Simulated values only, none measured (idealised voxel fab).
Herein follows the process module entitled voxel air gaps.
Cross-section cut: width 285 nm, square cells of 5 nm.
Cross-section layout: square cells on a grid; listed as bands, top to bottom; a band spans one or more cell rows. Top, bottom (nm), then materials left to right with widths (nm); lone material tagged "edge to edge" fills the whole band edge to edge; "blank" = empty space. It should be noted that heights are counted from 0, beneath which the wafer as supplied is of one material throughout, and that the lowest band possesses no lower boundary but continues downward, as written in "0 down". Width: "30 to 40" (first number = top row, second number = bottom row, same change from row to row of cells). "no change occurred", as given for a step, is the statement that not any cell of the cross-section underwent a change during that step. The label "Voids, sealed" introduces a list of the empty spaces, 8 cells or larger, that have no open way up to the top; each entry in it reads width x height at distance, where the distance is taken from the left edge and all three are stated in nm. Anything after a step's settings on that line? It's the simulator's own note about the step. A step's line can hold "overlay nm"; with a mask on that step, the setting says how far right of the planned place the mask lay, while a negative setting says it lay to the left.
**Steps in the process plan**
- 1: RECEIVE with material Si
- 2: CONFORMAL_DEP with material SiO2, thk nm 10
- 3: CONFORMAL_DEP with material SiN, thk nm 5
- 4: DIRECTIONAL_DEP with material SiO2, thk nm 40
- 5: DIRECTIONAL_DEP with material aC, thk nm 10
- 6: PATTERN with tone open, mask id LINES, material resist, width nm 25, pitch nm 50, thk nm 30, overlay nm 0
- 7: DIRECTIONAL_ETCH with etch materials aC, depth nm 10
- 8: STRIP with etch materials resist
- 9: DIRECTIONAL_ETCH with etch materials SiO2, depth nm 40
- 10: STRIP with etch materials aC
- 11: CONFORMAL_DEP with material TiN, thk nm 5
- 12: FILL_DEP with material W, thk nm 10
- 13: CMP with height nm 55
- 14: EPI with material Ru, thk nm 10
- 15: SELECTIVE_ETCH with etch materials SiO2, depth nm 50
- 16: CONFORMAL_DEP with material SiN, thk nm 5
**as received, after step 1**
	0 down: Si edge to edge
	Voids, sealed: none
**Final wafer profile in cross-section after the module, from the same start and plan as above, with one mistake made during processing**
	60 to 55: blank: 65 | SiN: 155 | blank: 65
	55 to 45: blank: 65 | SiN: 5 | Ru: 45 | SiN: 5 | Ru: 45 | SiN: 5 | Ru: 45 | SiN: 5 | blank: 65
	45 to 40: blank: 65 | SiN: 15 | TiN: 5 | W: 15 | TiN: 5 | SiN: 25 | TiN: 5 | W: 15 | TiN: 5 | SiN: 25 | TiN: 5 | W: 15 | TiN: 5 | SiN: 15 | blank: 65
	40 to 20: blank: 75 | SiN: 5 | TiN: 5 | W: 15 | TiN: 5 | SiN: 5 | blank: 15 | SiN: 5 | TiN: 5 | W: 15 | TiN: 5 | SiN: 5 | blank: 15 | SiN: 5 | TiN: 5 | W: 15 | TiN: 5 | SiN: 5 | blank: 75
	20 to 15: SiN: 80 | TiN: 25 | SiN: 25 | TiN: 25 | SiN: 25 | TiN: 25 | SiN: 80
	15 to 10: SiN edge to edge
	10 to 0: SiO2 edge to edge
	0 down: Si edge to edge
	Voids, sealed: 15 x 20 at 110; 15 x 20 at 160
The plan and the run diverged here: planned and actual differ for step 13; actual: CMP with height nm 45
